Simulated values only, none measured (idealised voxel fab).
This section sets out a process module, namely voxel self aligned contacts.
290 nm wide, 5 nm square cells: that's cross-section cut.
Each cross-section below is a grid of square cells, stated as bands in top-down order, with one or more rows of cells making up each band. Each band's line starts with the height of the band's top and of its bottom, in nm. Then come its materials from left to right, each with its width in nm. One material with "throughout" fills the band from edge to edge. "air" is empty space. Below 0: as-received wafer, all one material; heights counted from there. Lowest band: no bottom, goes on down, written "0 -> down". Note: "30 to 40" means the width goes from the first number (top row of the band) to the second number (bottom row) in equal steps per row of cells. You'll sometimes find "everything unchanged" written for a step, and that's the way of saying that nowhere in the cross-section did a cell change during that step. "Sealed voids": sealed empty spaces, 8 cells or more, no open way to top, listed width x height at distance, with distance from the left edge and width, height and distance in nm. Note: text after step settings on the step line = simulator remark on that step. overlay nm: where the mask lay relative to plan, measured to the right, on steps with a mask; negatives go left.
**Below is the list of planned process steps**
| 1 | RECEIVE,material Si |
| 2 | CONFORMAL_DEP,material SiO2,thk nm 5 |
| 3 | DIRECTIONAL_DEP,material polySi,thk nm 25 |
| 4 | DIRECTIONAL_DEP,material SiN,thk nm 20 |
| 5 | DIRECTIONAL_DEP,material aC,thk nm 15 |
| 6 | PATTERN,tone cover,mask id GATE,material resist,width nm 20,pitch nm 75,thk nm 30,overlay nm 0 |
| 7 | DIRECTIONAL_ETCH,etch materials aC,depth nm 15 |
| 8 | STRIP,etch materials resist |
| 9 | DIRECTIONAL_ETCH,etch materials SiN,depth nm 20 |
| 10 | DIRECTIONAL_ETCH,etch materials polySi,depth nm 25 |
| 11 | STRIP,etch materials aC |
| 12 | CONFORMAL_DEP,material SiN,thk nm 10 |
| 13 | DIRECTIONAL_ETCH,etch materials SiN,depth nm 10 |
| 14 | FILL_DEP,material SiO2,thk nm 10 |
| 15 | CMP,height nm 55 |
| 16 | MASKED_ETCH,tone open,mask id CONTACT,width nm 55,pitch nm 75,etch materials SiO2,depth nm 55,overlay nm 0 |
| 17 | CONFORMAL_DEP,material TiN,thk nm 5 |
| 18 | FILL_DEP,material W,thk nm 5 |
| 19 | CMP,height nm 55 |
| 20 | CONFORMAL_DEP,material SiN,thk nm 5 |
Wafer-to-wafer difference: width nm, step 6. Common start. Plan = first wafer's value.
**As received, i.e. after step 1: cross-section through the first of several wafers**
	0 -> down = Si throughout
	Sealed voids: none
**The rows of the table below are wafers. Looking at the end of the module, a row counts, for every material, the cells the wafer has gained, shown as (+), or lost, shown as (-), since it was received; its closed voids come next**
width nm 20, +214 SiN, +260 SiO2, +62 TiN, +100 W, +60 polySi, Sealed voids: none
width nm 25, +226 SiN, +253 SiO2, +62 TiN, +80 W, +75 polySi, Sealed voids: none
width nm 30, +238 SiN, +246 SiO2, +62 TiN, +60 W, +90 polySi, Sealed voids: none
width nm 35, +250 SiN, +239 SiO2, +62 TiN, +40 W, +105 polySi, Sealed voids: none
width nm 40, +262 SiN, +232 SiO2, +62 TiN, +20 W, +120 polySi, Sealed voids: none
width nm 45, +274 SiN, +225 SiO2, +62 TiN, +135 polySi, Sealed voids: none
